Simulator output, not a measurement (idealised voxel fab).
You're looking at the process module voxel wiring stack.
Cross-section cut spans 140 nm and uses square cells 5 nm in size.
Reading order for cross-sections: top band down to bottom band. Underlying form: a grid of square cells. Band size: one or more rows of cells. Heads up on the band format: heights come first, top then bottom, in nm. After that it's the materials left to right, each with its width in nm. A single material flagged "edge to edge" fills the whole band edge to edge, and "empty" means there's empty space there. Zero point of the height axis is 0; under it, received wafer = one material. Lowest band: continues down indefinitely, "0 down". The expression "30..40" gives the width at the extremes of the band, the first number at its top row of cells and the second at its bottom row, with the width changing by equal amounts from each row to the next in between. Step note "changes: none" = no cross-section cell changed. Enclosed voids (no open way to top), threshold 8 cells or more, entry "Sealed voids", notation width x height at distance, distance from left edge, nm. That trailing text on a step's line, after the settings, is the simulator's own remark on the step. Steps that use a mask can have "overlay nm" on their line. It says how far the mask sat to the right of where it was meant to be. Negative means to the left.

Set out below are the planned steps of the process:
1. RECEIVE with material Si
2. CONFORMAL_DEP with material SiO2, thk nm 10
3. DIRECTIONAL_DEP with material TiN, thk nm 5
4. DIRECTIONAL_DEP with material W, thk nm 25
5. MASKED_ETCH with tone cover, mask id METAL_1, width nm 25, pitch nm 45, etch materials W, depth nm 25, overlay nm 0
6. MASKED_ETCH with tone cover, mask id METAL_1, width nm 25, pitch nm 45, etch materials TiN, depth nm 5, overlay nm 0
7. FILL_DEP with material SiO2, thk nm 5
8. CMP with height nm 40
9. CONFORMAL_DEP with material SiCN, thk nm 5
10. DIRECTIONAL_DEP with material SiO2, thk nm 30
11. PATTERN with tone open, mask id METAL_2_HOLES, material resist, width nm 15, pitch nm 45, thk nm 20, overlay nm 0
12. DIRECTIONAL_ETCH with etch materials SiO2, depth nm 30
13. STRIP with etch materials resist
14. MASKED_ETCH with tone open, mask id METAL_2, width nm 25, pitch nm 45, etch materials SiO2, depth nm 20, overlay nm 0
15. MASKED_ETCH with tone open, mask id METAL_2, width nm 25, pitch nm 45, etch materials SiCN, depth nm 5, overlay nm 0
16. CONFORMAL_DEP with material TiN, thk nm 5
17. FILL_DEP with material Cu, thk nm 10
18. CMP with height nm 75
19. CONFORMAL_DEP with material SiCN, thk nm 5
20. DIRECTIONAL_DEP with material lowk, thk nm 10
21. MASKED_ETCH with tone open, mask id PLUG_2, width nm 15, pitch nm 45, etch materials lowk, depth nm 10, overlay nm 0
22. MASKED_ETCH with tone open, mask id PLUG_2, width nm 15, pitch nm 45, etch materials SiCN, depth nm 5, overlay nm 0
23. EPI with material Ru, thk nm 10
24. EPI with material Ru, thk nm 5
25. DIRECTIONAL_DEP with material TiN, thk nm 5
26. DIRECTIONAL_DEP with material W, thk nm 15
27. DIRECTIONAL_DEP with material aC, thk nm 15
28. PATTERN with tone cover, mask id METAL_3, material resist, width nm 25, pitch nm 45, thk nm 30, overlay nm 0
29. DIRECTIONAL_ETCH with etch materials aC, depth nm 15
30. STRIP with etch materials resist
31. DIRECTIONAL_ETCH with etch materials W, depth nm 15
32. DIRECTIONAL_ETCH with etch materials TiN, depth nm 5
33. STRIP with etch materials aC
34. CONFORMAL_DEP with material SiN, thk nm 5
35. FILL_DEP with material SiO2, thk nm 5
36. CMP with height nm 110
37. CONFORMAL_DEP with material SiCN, thk nm 5

Wafer at receipt (post step 1), cross-section:
    0 down | Si edge to edge
    Sealed voids: none

Cross-section: first of two wafers, module finished, run according to plan:
    115 to 110 | SiCN edge to edge
    110 to 95 | SiO2 30 nm | SiN 5 nm | W 25 nm | SiN 5 nm | SiO2 10 nm | SiN 5 nm | W 25 nm | SiN 5 nm | SiO2 30 nm
    95 to 90 | SiN 35 nm | TiN 25 nm | SiN 20 nm | TiN 25 nm | SiN 35 nm
    90 to 80 | lowk 35 nm | Ru 15 nm | lowk 30 nm | Ru 15 nm | lowk 45 nm
    80 to 75 | SiCN 35 nm | Ru 15 nm | SiCN 30 nm | Ru 15 nm | SiCN 45 nm
    75 to 60 | SiO2 35 nm | TiN 5 nm | Cu 15 nm | TiN 5 nm | SiO2 20 nm | TiN 5 nm | Cu 15 nm | TiN 5 nm | SiO2 35 nm
    60 to 55 | SiO2 35 nm | TiN 5 nm | Cu 5 nm | TiN 15 nm | SiO2 20 nm | TiN 5 nm | Cu 5 nm | TiN 15 nm | SiO2 35 nm
    55 to 45 | SiO2 35 nm | TiN 5 nm | Cu 5 nm | TiN 5 nm | SiO2 30 nm | TiN 5 nm | Cu 5 nm | TiN 5 nm | SiO2 45 nm
    45 to 40 | SiCN 35 nm | TiN 15 nm | SiCN 30 nm | TiN 15 nm | SiCN 45 nm
    40 to 15 | SiO2 35 nm | W 25 nm | SiO2 20 nm | W 25 nm | SiO2 35 nm
    15 to 10 | SiO2 35 nm | TiN 25 nm | SiO2 20 nm | TiN 25 nm | SiO2 35 nm
    10 to 0 | SiO2 edge to edge
    0 down | Si edge to edge
    Sealed voids: none

Cross-section, second wafer: same start as the first, same plan as the first, one mistake in running it; taken at the end of the module:
    115 to 110 | SiCN edge to edge
    110 to 105 | SiN 35 nm | TiN 25 nm | SiN 20 nm | TiN 25 nm | SiN 35 nm
    105 to 90 | W edge to edge
    90 to 80 | lowk 35 nm | Ru 15 nm | lowk 30 nm | Ru 15 nm | lowk 45 nm
    80 to 75 | SiCN 35 nm | Ru 15 nm | SiCN 30 nm | Ru 15 nm | SiCN 45 nm
    75 to 60 | SiO2 35 nm | TiN 5 nm | Cu 15 nm | TiN 5 nm | SiO2 20 nm | TiN 5 nm | Cu 15 nm | TiN 5 nm | SiO2 35 nm
    60 to 55 | SiO2 35 nm | TiN 5 nm | Cu 5 nm | TiN 15 nm | SiO2 20 nm | TiN 5 nm | Cu 5 nm | TiN 15 nm | SiO2 35 nm
    55 to 45 | SiO2 35 nm | TiN 5 nm | Cu 5 nm | TiN 5 nm | SiO2 30 nm | TiN 5 nm | Cu 5 nm | TiN 5 nm | SiO2 45 nm
    45 to 40 | SiCN 35 nm | TiN 15 nm | SiCN 30 nm | TiN 15 nm | SiCN 45 nm
    40 to 15 | SiO2 35 nm | W 25 nm | SiO2 20 nm | W 25 nm | SiO2 35 nm
    15 to 10 | SiO2 35 nm | TiN 25 nm | SiO2 20 nm | TiN 25 nm | SiO2 35 nm
    10 to 0 | SiO2 edge to edge
    0 down | Si edge to edge
    Sealed voids: none
Here's what went sideways: the executed order of steps 25 and 26 is the reverse of that specified in the plan, each step having taken the other's position
Upon completion, the second wafer contains, in terms of cells, a greater or smaller amount of certain materials than the first wafer: SiN -12, SiO2 -42, W +54
